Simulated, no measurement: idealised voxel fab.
The following is a process module called voxel double patterning.
The width of the displayed cross-section, cut, is 260 nm; its cells are square, with a size of 5 nm.
Heads up, the way a cross-section reads in here is a grid of square cells, handed over as bands from the top down, with every band being one or more rows of cells.
Heights first: top, then bottom, in nm. Then materials, left to right, each with a width in nm. "edge to edge" on a single material: fills the band edge to edge. "blank": empty space.
We count height from 0. Below that, the starting wafer is all one material. The lowest band never ends at the bottom but goes on down; see "0 nm and below" for how that is written.
With a width like "30 to 40", each row of cells in the band differs from the next by the same amount, the top row carrying the first number and the bottom row the second.
For the purposes of this document, the phrase "no alterations made" attached to a step denotes that no cell within the cross-section was modified by that step.
"Completely enclosed voids" contains a list of empty spaces, each no smaller than 8 cells and without an open way to the top, written in the form width x height at distance with the distance from the left edge and all three in nm.
The remark found on a step's line after its settings is issued by the simulator itself and pertains to that step.
When a step includes a mask, the "overlay nm" setting on its line states how far to the right of its planned place that mask lay, and negative values state how far to the left.

Steps in the process plan
- 1: RECEIVE: material Si
- 2: CONFORMAL_DEP: material SiO2, thk nm 5
- 3: DIRECTIONAL_DEP: material TiN, thk nm 15
- 4: DIRECTIONAL_DEP: material SiCN, thk nm 10
- 5: MASKED_ETCH: tone open, mask id FIRST, width nm 15, pitch nm 50, etch materials SiCN, depth nm 10, overlay nm 0
- 6: MASKED_ETCH: tone open, mask id SECOND, width nm 15, pitch nm 50, etch materials SiCN, depth nm 10, overlay nm 0
- 7: DIRECTIONAL_ETCH: etch materials TiN, depth nm 15
- 8: STRIP: etch materials SiCN

First of the two wafers, run per plan

Wafer cross-section on receipt, i.e. after step 1
  0 nm and below  Si edge to edge
  Completely enclosed voids: none

Presented here is a cross-section of the wafer after step 2 has been performed
  5 nm to 0 nm  SiO2 edge to edge
  Anything lower than 0 is untouched.

Presented here is a cross-section of the wafer after step 3 has been performed
  20 nm to 5 nm  TiN edge to edge
  Anything lower than 5 is untouched.

Presented here is a cross-section of the wafer after step 4 has been performed
  30 nm to 20 nm  SiCN edge to edge
  Anything lower than 20 is untouched.

Presented here is a cross-section of the wafer after step 5 has been performed
  30 nm to 20 nm  70 nm SiCN; 15 nm blank; 35 nm SiCN; 15 nm blank; 35 nm SiCN; 15 nm blank; 75 nm SiCN
  Anything lower than 20 is untouched.

Presented here is a cross-section of the wafer after step 6 has been performed
  30 nm to 20 nm  70 nm SiCN; 15 nm blank; 10 nm SiCN; 15 nm blank; 10 nm SiCN; 15 nm blank; 10 nm SiCN; 15 nm blank; 10 nm SiCN; 15 nm blank; 75 nm SiCN
  Anything lower than 20 is untouched.

Presented here is a cross-section of the wafer after step 7 has been performed
  30 nm to 20 nm  70 nm SiCN; 15 nm blank; 10 nm SiCN; 15 nm blank; 10 nm SiCN; 15 nm blank; 10 nm SiCN; 15 nm blank; 10 nm SiCN; 15 nm blank; 75 nm SiCN
  20 nm to 5 nm  70 nm TiN; 15 nm blank; 10 nm TiN; 15 nm blank; 10 nm TiN; 15 nm blank; 10 nm TiN; 15 nm blank; 10 nm TiN; 15 nm blank; 75 nm TiN
  Anything lower than 5 is untouched.

Presented here is a cross-section of the wafer after step 8 has been performed
  20 nm to 5 nm  70 nm TiN; 15 nm blank; 10 nm TiN; 15 nm blank; 10 nm TiN; 15 nm blank; 10 nm TiN; 15 nm blank; 10 nm TiN; 15 nm blank; 75 nm TiN
  Anything lower than 5 is untouched.

Wafer two of the pair: same origin, same plan, one error during the run; identical to wafer one up to and including step 2

Second wafer cross-section, taken as of the time the plan sets for step 3 to be done
  35 nm to 5 nm  TiN edge to edge
  Anything lower than 5 is untouched.

Second wafer cross-section, taken as of the time the plan sets for step 4 to be done
  45 nm to 35 nm  SiCN edge to edge
  Anything lower than 35 is untouched.

Second wafer cross-section, taken as of the time the plan sets for step 5 to be done
  45 nm to 35 nm  70 nm SiCN; 15 nm blank; 35 nm SiCN; 15 nm blank; 35 nm SiCN; 15 nm blank; 75 nm SiCN
  Anything lower than 35 is untouched.

Second wafer cross-section, taken as of the time the plan sets for step 6 to be done
  45 nm to 35 nm  70 nm SiCN; 15 nm blank; 10 nm SiCN; 15 nm blank; 10 nm SiCN; 15 nm blank; 10 nm SiCN; 15 nm blank; 10 nm SiCN; 15 nm blank; 75 nm SiCN
  Anything lower than 35 is untouched.

Second wafer cross-section, taken as of the time the plan sets for step 7 to be done
  45 nm to 35 nm  70 nm SiCN; 15 nm blank; 10 nm SiCN; 15 nm blank; 10 nm SiCN; 15 nm blank; 10 nm SiCN; 15 nm blank; 10 nm SiCN; 15 nm blank; 75 nm SiCN
  35 nm to 20 nm  70 nm TiN; 15 nm blank; 10 nm TiN; 15 nm blank; 10 nm TiN; 15 nm blank; 10 nm TiN; 15 nm blank; 10 nm TiN; 15 nm blank; 75 nm TiN
  Anything lower than 20 is untouched.

Second wafer cross-section, taken as of the time the plan sets for step 8 to be done
  35 nm to 20 nm  70 nm TiN; 15 nm blank; 10 nm TiN; 15 nm blank; 10 nm TiN; 15 nm blank; 10 nm TiN; 15 nm blank; 10 nm TiN; 15 nm blank; 75 nm TiN
  Anything lower than 20 is untouched.
Nonconformance to the process plan: step 3 from the plan got run twice
The final cell counts differ between the wafers, with the second having more or fewer of some materials than the first: TiN: 156 more
